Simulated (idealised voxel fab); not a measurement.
The following process module bears the name voxel wiring stack.
Cross-sectional view cut (width: 255 nm; square cell size: 5 nm).
A cross-section is written here as square cells arranged in a grid, and it is given in bands from the top down, each band taking up one or more rows of cells.
Heads up on the band format: heights come first, top then bottom, in nm. After that it's the materials left to right, each with its width in nm. A single material flagged "throughout" fills the whole band edge to edge, and "empty" means there's empty space there.
Height is counted from the level 0, under which the received wafer is composed throughout of one material. The lowest of the bands is not closed at the bottom but continues downward, in the notation "z 0 and below".
A width such as "30 to 40" changes by the same amount from each row of cells to the next, from the band's top row to its bottom row.
"identical to before", as given for a step, is the statement that not any cell of the cross-section underwent a change during that step.
"Closed void catalog" contains a list of empty spaces, each no smaller than 8 cells and without an open way to the top, written in the form width x height at distance with the distance from the left edge and all three in nm.
That trailing text on a step's line, after the settings, is the simulator's own remark on the step.
A step line may carry the setting "overlay nm", which, for steps involving a mask, states the distance by which the mask lay to the right of its intended position; negative values denote displacement to the left.
## Steps in the process plan
1: RECEIVE: material Si
2: CONFORMAL_DEP: material SiO2, thk nm 15
3: DIRECTIONAL_DEP: material TiN, thk nm 5
4: DIRECTIONAL_DEP: material W, thk nm 15
5: DIRECTIONAL_DEP: material aC, thk nm 10
6: PATTERN: tone cover, mask id METAL_1, material resist, width nm 30, pitch nm 50, thk nm 25, overlay nm 0
7: DIRECTIONAL_ETCH: etch materials aC, depth nm 10
8: STRIP: etch materials resist
9: DIRECTIONAL_ETCH: etch materials W, depth nm 15
10: DIRECTIONAL_ETCH: etch materials TiN, depth nm 5
11: STRIP: etch materials aC
12: FILL_DEP: material SiO2, thk nm 10
13: CMP: height nm 35
14: CONFORMAL_DEP: material SiCN, thk nm 5
15: DIRECTIONAL_DEP: material lowk, thk nm 10
16: PATTERN: tone open, mask id PLUG_1, material resist, width nm 15, pitch nm 50, thk nm 20, overlay nm 0
17: DIRECTIONAL_ETCH: etch materials lowk, depth nm 10
18: DIRECTIONAL_ETCH: etch materials SiCN, depth nm 5
19: STRIP: etch materials resist
20: CONFORMAL_DEP: material TiN, thk nm 5
21: FILL_DEP: material Ru, thk nm 5
22: CMP: height nm 50
23: DIRECTIONAL_DEP: material TiN, thk nm 5
24: DIRECTIONAL_DEP: material Ru, thk nm 15
25: DIRECTIONAL_DEP: material aC, thk nm 10
26: PATTERN: tone cover, mask id METAL_2, material resist, width nm 30, pitch nm 50, thk nm 25, overlay nm 0
27: DIRECTIONAL_ETCH: etch materials aC, depth nm 10
28: STRIP: etch materials resist
29: DIRECTIONAL_ETCH: etch materials Ru, depth nm 15
30: DIRECTIONAL_ETCH: etch materials TiN, depth nm 5
31: STRIP: etch materials aC
32: CONFORMAL_DEP: material SiCN, thk nm 5
33: FILL_DEP: material lowk, thk nm 10
34: CMP: height nm 70
35: CONFORMAL_DEP: material SiCN, thk nm 5
## The first of the two wafers, which ran as planned
## So this is the incoming wafer in cross-section - it's already been through step 1
z 0 and below = Si throughout
Closed void catalog: none
## Step 2 done - wafer cross-section
z 15 to 0 = SiO2 throughout
Whatever lies below 0 is exactly as it was before.
## Step 3 done - wafer cross-section
z 20 to 15 = TiN throughout
Whatever lies below 15 is exactly as it was before.
## Step 4 done - wafer cross-section
z 35 to 20 = W throughout
Whatever lies below 20 is exactly as it was before.
## Step 5 done - wafer cross-section
z 45 to 35 = aC throughout
Whatever lies below 35 is exactly as it was before.
## Step 6 done - wafer cross-section
z 70 to 45 = 35 nm empty; 30 nm resist; 20 nm empty; 30 nm resist; 20 nm empty; 30 nm resist; 20 nm empty; 30 nm resist; 40 nm empty
Whatever lies below 45 is exactly as it was before.
## Step 7 done - wafer cross-section
z 60 to 45 = 35 nm empty; 30 nm resist; 20 nm empty; 30 nm resist; 20 nm empty; 30 nm resist; 20 nm empty; 30 nm resist; 40 nm empty
z 45 to 35 = 35 nm empty; 30 nm aC; 20 nm empty; 30 nm aC; 20 nm empty; 30 nm aC; 20 nm empty; 30 nm aC; 40 nm empty
Whatever lies below 35 is exactly as it was before.
## Step 8 done - wafer cross-section
z 45 to 35 = 35 nm empty; 30 nm aC; 20 nm empty; 30 nm aC; 20 nm empty; 30 nm aC; 20 nm empty; 30 nm aC; 40 nm empty
Whatever lies below 35 is exactly as it was before.
## Step 9 done - wafer cross-section
z 45 to 35 = 35 nm empty; 30 nm aC; 20 nm empty; 30 nm aC; 20 nm empty; 30 nm aC; 20 nm empty; 30 nm aC; 40 nm empty
z 35 to 20 = 35 nm empty; 30 nm W; 20 nm empty; 30 nm W; 20 nm empty; 30 nm W; 20 nm empty; 30 nm W; 40 nm empty
Whatever lies below 20 is exactly as it was before.
## Step 10 done - wafer cross-section
z 45 to 35 = 35 nm empty; 30 nm aC; 20 nm empty; 30 nm aC; 20 nm empty; 30 nm aC; 20 nm empty; 30 nm aC; 40 nm empty
z 35 to 20 = 35 nm empty; 30 nm W; 20 nm empty; 30 nm W; 20 nm empty; 30 nm W; 20 nm empty; 30 nm W; 40 nm empty
z 20 to 15 = 35 nm empty; 30 nm TiN; 20 nm empty; 30 nm TiN; 20 nm empty; 30 nm TiN; 20 nm empty; 30 nm TiN; 40 nm empty
Whatever lies below 15 is exactly as it was before.
## Step 11 done - wafer cross-section
z 35 to 20 = 35 nm empty; 30 nm W; 20 nm empty; 30 nm W; 20 nm empty; 30 nm W; 20 nm empty; 30 nm W; 40 nm empty
Whatever lies below 20 is exactly as it was before.
## Step 12 done - wafer cross-section
z 45 to 35 = SiO2 throughout
z 35 to 20 = 35 nm SiO2; 30 nm W; 20 nm SiO2; 30 nm W; 20 nm SiO2; 30 nm W; 20 nm SiO2; 30 nm W; 40 nm SiO2
z 20 to 15 = 35 nm SiO2; 30 nm TiN; 20 nm SiO2; 30 nm TiN; 20 nm SiO2; 30 nm TiN; 20 nm SiO2; 30 nm TiN; 40 nm SiO2
Whatever lies below 15 is exactly as it was before.
## Step 13 done - wafer cross-section
z 35 to 20 = 35 nm SiO2; 30 nm W; 20 nm SiO2; 30 nm W; 20 nm SiO2; 30 nm W; 20 nm SiO2; 30 nm W; 40 nm SiO2
Whatever lies below 20 is exactly as it was before.
## Step 14 done - wafer cross-section
z 40 to 35 = SiCN throughout
Whatever lies below 35 is exactly as it was before.
## Step 15 done - wafer cross-section
z 50 to 40 = lowk throughout
Whatever lies below 40 is exactly as it was before.
## Step 16 done - wafer cross-section
z 70 to 50 = 35 nm resist; 15 nm empty; 35 nm resist; 15 nm empty; 35 nm resist; 15 nm empty; 35 nm resist; 15 nm empty; 55 nm resist
Whatever lies below 50 is exactly as it was before.
## Step 17 done - wafer cross-section
z 70 to 50 = 35 nm resist; 15 nm empty; 35 nm resist; 15 nm empty; 35 nm resist; 15 nm empty; 35 nm resist; 15 nm empty; 55 nm resist
z 50 to 40 = 35 nm lowk; 15 nm empty; 35 nm lowk; 15 nm empty; 35 nm lowk; 15 nm empty; 35 nm lowk; 15 nm empty; 55 nm lowk
Whatever lies below 40 is exactly as it was before.
## Step 18 done - wafer cross-section
z 70 to 50 = 35 nm resist; 15 nm empty; 35 nm resist; 15 nm empty; 35 nm resist; 15 nm empty; 35 nm resist; 15 nm empty; 55 nm resist
z 50 to 40 = 35 nm lowk; 15 nm empty; 35 nm lowk; 15 nm empty; 35 nm lowk; 15 nm empty; 35 nm lowk; 15 nm empty; 55 nm lowk
z 40 to 35 = 35 nm SiCN; 15 nm empty; 35 nm SiCN; 15 nm empty; 35 nm SiCN; 15 nm empty; 35 nm SiCN; 15 nm empty; 55 nm SiCN
Whatever lies below 35 is exactly as it was before.
## Step 19 done - wafer cross-section
z 50 to 40 = 35 nm lowk; 15 nm empty; 35 nm lowk; 15 nm empty; 35 nm lowk; 15 nm empty; 35 nm lowk; 15 nm empty; 55 nm lowk
Whatever lies below 40 is exactly as it was before.
## Step 20 done - wafer cross-section
z 55 to 50 = 40 nm TiN; 5 nm empty; 45 nm TiN; 5 nm empty; 45 nm TiN; 5 nm empty; 45 nm TiN; 5 nm empty; 60 nm TiN
z 50 to 40 = 35 nm lowk; 5 nm TiN; 5 nm empty; 5 nm TiN; 35 nm lowk; 5 nm TiN; 5 nm empty; 5 nm TiN; 35 nm lowk; 5 nm TiN; 5 nm empty; 5 nm TiN; 35 nm lowk; 5 nm TiN; 5 nm empty; 5 nm TiN; 55 nm lowk
z 40 to 35 = 35 nm SiCN; 15 nm TiN; 35 nm SiCN; 15 nm TiN; 35 nm SiCN; 15 nm TiN; 35 nm SiCN; 15 nm TiN; 55 nm SiCN
Whatever lies below 35 is exactly as it was before.
## Step 21 done - wafer cross-section
z 60 to 55 = Ru throughout
z 55 to 50 = 40 nm TiN; 5 nm Ru; 45 nm TiN; 5 nm Ru; 45 nm TiN; 5 nm Ru; 45 nm TiN; 5 nm Ru; 60 nm TiN
z 50 to 40 = 35 nm lowk; 5 nm TiN; 5 nm Ru; 5 nm TiN; 35 nm lowk; 5 nm TiN; 5 nm Ru; 5 nm TiN; 35 nm lowk; 5 nm TiN; 5 nm Ru; 5 nm TiN; 35 nm lowk; 5 nm TiN; 5 nm Ru; 5 nm TiN; 55 nm lowk
Whatever lies below 40 is exactly as it was before.
## Step 22 done - wafer cross-section
z 50 to 40 = 35 nm lowk; 5 nm TiN; 5 nm Ru; 5 nm TiN; 35 nm lowk; 5 nm TiN; 5 nm Ru; 5 nm TiN; 35 nm lowk; 5 nm TiN; 5 nm Ru; 5 nm TiN; 35 nm lowk; 5 nm TiN; 5 nm Ru; 5 nm TiN; 55 nm lowk
Whatever lies below 40 is exactly as it was before.
## Step 23 done - wafer cross-section
z 55 to 50 = TiN throughout
Whatever lies below 50 is exactly as it was before.
## Step 24 done - wafer cross-section
z 70 to 55 = Ru throughout
Whatever lies below 55 is exactly as it was before.
## Step 25 done - wafer cross-section
z 80 to 70 = aC throughout
Whatever lies below 70 is exactly as it was before.
## Step 26 done - wafer cross-section
z 105 to 80 = 35 nm empty; 30 nm resist; 20 nm empty; 30 nm resist; 20 nm empty; 30 nm resist; 20 nm empty; 30 nm resist; 40 nm empty
Whatever lies below 80 is exactly as it was before.
## Step 27 done - wafer cross-section
z 95 to 80 = 35 nm empty; 30 nm resist; 20 nm empty; 30 nm resist; 20 nm empty; 30 nm resist; 20 nm empty; 30 nm resist; 40 nm empty
z 80 to 70 = 35 nm empty; 30 nm aC; 20 nm empty; 30 nm aC; 20 nm empty; 30 nm aC; 20 nm empty; 30 nm aC; 40 nm empty
Whatever lies below 70 is exactly as it was before.
## Step 28 done - wafer cross-section
z 80 to 70 = 35 nm empty; 30 nm aC; 20 nm empty; 30 nm aC; 20 nm empty; 30 nm aC; 20 nm empty; 30 nm aC; 40 nm empty
Whatever lies below 70 is exactly as it was before.
## Step 29 done - wafer cross-section
z 80 to 70 = 35 nm empty; 30 nm aC; 20 nm empty; 30 nm aC; 20 nm empty; 30 nm aC; 20 nm empty; 30 nm aC; 40 nm empty
z 70 to 55 = 35 nm empty; 30 nm Ru; 20 nm empty; 30 nm Ru; 20 nm empty; 30 nm Ru; 20 nm empty; 30 nm Ru; 40 nm empty
Whatever lies below 55 is exactly as it was before.
## Step 30 done - wafer cross-section
z 80 to 70 = 35 nm empty; 30 nm aC; 20 nm empty; 30 nm aC; 20 nm empty; 30 nm aC; 20 nm empty; 30 nm aC; 40 nm empty
z 70 to 55 = 35 nm empty; 30 nm Ru; 20 nm empty; 30 nm Ru; 20 nm empty; 30 nm Ru; 20 nm empty; 30 nm Ru; 40 nm empty
z 55 to 50 = 35 nm empty; 30 nm TiN; 20 nm empty; 30 nm TiN; 20 nm empty; 30 nm TiN; 20 nm empty; 30 nm TiN; 40 nm empty
Whatever lies below 50 is exactly as it was before.
## Step 31 done - wafer cross-section
z 70 to 55 = 35 nm empty; 30 nm Ru; 20 nm empty; 30 nm Ru; 20 nm empty; 30 nm Ru; 20 nm empty; 30 nm Ru; 40 nm empty
Whatever lies below 55 is exactly as it was before.
## Step 32 done - wafer cross-section
z 75 to 70 = 30 nm empty; 40 nm SiCN; 10 nm empty; 40 nm SiCN; 10 nm empty; 40 nm SiCN; 10 nm empty; 40 nm SiCN; 35 nm empty
z 70 to 55 = 30 nm empty; 5 nm SiCN; 30 nm Ru; 5 nm SiCN; 10 nm empty; 5 nm SiCN; 30 nm Ru; 5 nm SiCN; 10 nm empty; 5 nm SiCN; 30 nm Ru; 5 nm SiCN; 10 nm empty; 5 nm SiCN; 30 nm Ru; 5 nm SiCN; 35 nm empty
z 55 to 50 = 35 nm SiCN; 30 nm TiN; 20 nm SiCN; 30 nm TiN; 20 nm SiCN; 30 nm TiN; 20 nm SiCN; 30 nm TiN; 40 nm SiCN
Whatever lies below 50 is exactly as it was before.
## Step 33 done - wafer cross-section
z 85 to 75 = lowk throughout
z 75 to 70 = 30 nm lowk; 40 nm SiCN; 10 nm lowk; 40 nm SiCN; 10 nm lowk; 40 nm SiCN; 10 nm lowk; 40 nm SiCN; 35 nm lowk
z 70 to 55 = 30 nm lowk; 5 nm SiCN; 30 nm Ru; 5 nm SiCN; 10 nm lowk; 5 nm SiCN; 30 nm Ru; 5 nm SiCN; 10 nm lowk; 5 nm SiCN; 30 nm Ru; 5 nm SiCN; 10 nm lowk; 5 nm SiCN; 30 nm Ru; 5 nm SiCN; 35 nm lowk
Whatever lies below 55 is exactly as it was before.
## Step 34 done - wafer cross-section
z 70 to 55 = 30 nm lowk; 5 nm SiCN; 30 nm Ru; 5 nm SiCN; 10 nm lowk; 5 nm SiCN; 30 nm Ru; 5 nm SiCN; 10 nm lowk; 5 nm SiCN; 30 nm Ru; 5 nm SiCN; 10 nm lowk; 5 nm SiCN; 30 nm Ru; 5 nm SiCN; 35 nm lowk
Whatever lies below 55 is exactly as it was before.
## Step 35 done - wafer cross-section
z 75 to 70 = SiCN throughout
Whatever lies below 70 is exactly as it was before.
## Regarding the second of the two wafers: it shared the first wafer's starting condition and process plan, yet one error occurred during its execution. Its history coincides with that of the first wafer up to and including step 19
## Second wafer, cross-section, planned end of step 20
z 55 to 50 = 40 nm aC; 5 nm empty; 45 nm aC; 5 nm empty; 45 nm aC; 5 nm empty; 45 nm aC; 5 nm empty; 60 nm aC
z 50 to 40 = 35 nm lowk; 5 nm aC; 5 nm empty; 5 nm aC; 35 nm lowk; 5 nm aC; 5 nm empty; 5 nm aC; 35 nm lowk; 5 nm aC; 5 nm empty; 5 nm aC; 35 nm lowk; 5 nm aC; 5 nm empty; 5 nm aC; 55 nm lowk
z 40 to 35 = 35 nm SiCN; 15 nm aC; 35 nm SiCN; 15 nm aC; 35 nm SiCN; 15 nm aC; 35 nm SiCN; 15 nm aC; 55 nm SiCN
Whatever lies below 35 is exactly as it was before.
## Second wafer, cross-section, planned end of step 21
z 60 to 55 = Ru throughout
z 55 to 50 = 40 nm aC; 5 nm Ru; 45 nm aC; 5 nm Ru; 45 nm aC; 5 nm Ru; 45 nm aC; 5 nm Ru; 60 nm aC
z 50 to 40 = 35 nm lowk; 5 nm aC; 5 nm Ru; 5 nm aC; 35 nm lowk; 5 nm aC; 5 nm Ru; 5 nm aC; 35 nm lowk; 5 nm aC; 5 nm Ru; 5 nm aC; 35 nm lowk; 5 nm aC; 5 nm Ru; 5 nm aC; 55 nm lowk
Whatever lies below 40 is exactly as it was before.
## Second wafer, cross-section, planned end of step 22
z 50 to 40 = 35 nm lowk; 5 nm aC; 5 nm Ru; 5 nm aC; 35 nm lowk; 5 nm aC; 5 nm Ru; 5 nm aC; 35 nm lowk; 5 nm aC; 5 nm Ru; 5 nm aC; 35 nm lowk; 5 nm aC; 5 nm Ru; 5 nm aC; 55 nm lowk
Whatever lies below 40 is exactly as it was before.
## Second wafer, cross-section, planned end of step 23
z 55 to 50 = TiN throughout
Whatever lies below 50 is exactly as it was before.
## Second wafer, cross-section, planned end of step 24
z 70 to 55 = Ru throughout
Whatever lies below 55 is exactly as it was before.
## Second wafer, cross-section, planned end of step 25
z 80 to 70 = aC throughout
Whatever lies below 70 is exactly as it was before.
## Second wafer, cross-section, planned end of step 26
z 105 to 80 = 35 nm empty; 30 nm resist; 20 nm empty; 30 nm resist; 20 nm empty; 30 nm resist; 20 nm empty; 30 nm resist; 40 nm empty
Whatever lies below 80 is exactly as it was before.
## Second wafer, cross-section, planned end of step 27
z 95 to 80 = 35 nm empty; 30 nm resist; 20 nm empty; 30 nm resist; 20 nm empty; 30 nm resist; 20 nm empty; 30 nm resist; 40 nm empty
z 80 to 70 = 35 nm empty; 30 nm aC; 20 nm empty; 30 nm aC; 20 nm empty; 30 nm aC; 20 nm empty; 30 nm aC; 40 nm empty
Whatever lies below 70 is exactly as it was before.
## Second wafer, cross-section, planned end of step 28
z 80 to 70 = 35 nm empty; 30 nm aC; 20 nm empty; 30 nm aC; 20 nm empty; 30 nm aC; 20 nm empty; 30 nm aC; 40 nm empty
Whatever lies below 70 is exactly as it was before.
## Second wafer, cross-section, planned end of step 29
z 80 to 70 = 35 nm empty; 30 nm aC; 20 nm empty; 30 nm aC; 20 nm empty; 30 nm aC; 20 nm empty; 30 nm aC; 40 nm empty
z 70 to 55 = 35 nm empty; 30 nm Ru; 20 nm empty; 30 nm Ru; 20 nm empty; 30 nm Ru; 20 nm empty; 30 nm Ru; 40 nm empty
Whatever lies below 55 is exactly as it was before.
## Second wafer, cross-section, planned end of step 30
z 80 to 70 = 35 nm empty; 30 nm aC; 20 nm empty; 30 nm aC; 20 nm empty; 30 nm aC; 20 nm empty; 30 nm aC; 40 nm empty
z 70 to 55 = 35 nm empty; 30 nm Ru; 20 nm empty; 30 nm Ru; 20 nm empty; 30 nm Ru; 20 nm empty; 30 nm Ru; 40 nm empty
z 55 to 50 = 35 nm empty; 30 nm TiN; 20 nm empty; 30 nm TiN; 20 nm empty; 30 nm TiN; 20 nm empty; 30 nm TiN; 40 nm empty
Whatever lies below 50 is exactly as it was before.
## Second wafer, cross-section, planned end of step 31
z 70 to 55 = 35 nm empty; 30 nm Ru; 20 nm empty; 30 nm Ru; 20 nm empty; 30 nm Ru; 20 nm empty; 30 nm Ru; 40 nm empty
Whatever lies below 55 is exactly as it was before.
## Second wafer, cross-section, planned end of step 32
z 75 to 70 = 30 nm empty; 40 nm SiCN; 10 nm empty; 40 nm SiCN; 10 nm empty; 40 nm SiCN; 10 nm empty; 40 nm SiCN; 35 nm empty
z 70 to 55 = 30 nm empty; 5 nm SiCN; 30 nm Ru; 5 nm SiCN; 10 nm empty; 5 nm SiCN; 30 nm Ru; 5 nm SiCN; 10 nm empty; 5 nm SiCN; 30 nm Ru; 5 nm SiCN; 10 nm empty; 5 nm SiCN; 30 nm Ru; 5 nm SiCN; 35 nm empty
z 55 to 50 = 35 nm SiCN; 30 nm TiN; 20 nm SiCN; 30 nm TiN; 20 nm SiCN; 30 nm TiN; 20 nm SiCN; 30 nm TiN; 40 nm SiCN
Whatever lies below 50 is exactly as it was before.
## Second wafer, cross-section, planned end of step 33
z 85 to 75 = lowk throughout
z 75 to 70 = 30 nm lowk; 40 nm SiCN; 10 nm lowk; 40 nm SiCN; 10 nm lowk; 40 nm SiCN; 10 nm lowk; 40 nm SiCN; 35 nm lowk
z 70 to 55 = 30 nm lowk; 5 nm SiCN; 30 nm Ru; 5 nm SiCN; 10 nm lowk; 5 nm SiCN; 30 nm Ru; 5 nm SiCN; 10 nm lowk; 5 nm SiCN; 30 nm Ru; 5 nm SiCN; 10 nm lowk; 5 nm SiCN; 30 nm Ru; 5 nm SiCN; 35 nm lowk
Whatever lies below 55 is exactly as it was before.
## Second wafer, cross-section, planned end of step 34
z 70 to 55 = 30 nm lowk; 5 nm SiCN; 30 nm Ru; 5 nm SiCN; 10 nm lowk; 5 nm SiCN; 30 nm Ru; 5 nm SiCN; 10 nm lowk; 5 nm SiCN; 30 nm Ru; 5 nm SiCN; 10 nm lowk; 5 nm SiCN; 30 nm Ru; 5 nm SiCN; 35 nm lowk
Whatever lies below 55 is exactly as it was before.
## Second wafer, cross-section, planned end of step 35
z 75 to 70 = SiCN throughout
Whatever lies below 70 is exactly as it was before.
Error vs. plan: step 20, actual vs plan mismatch, actual run CONFORMAL_DEP: material aC, thk nm 5
FYI, end of process, the second wafer has more or fewer cells of some materials than the first: TiN -28, aC +28
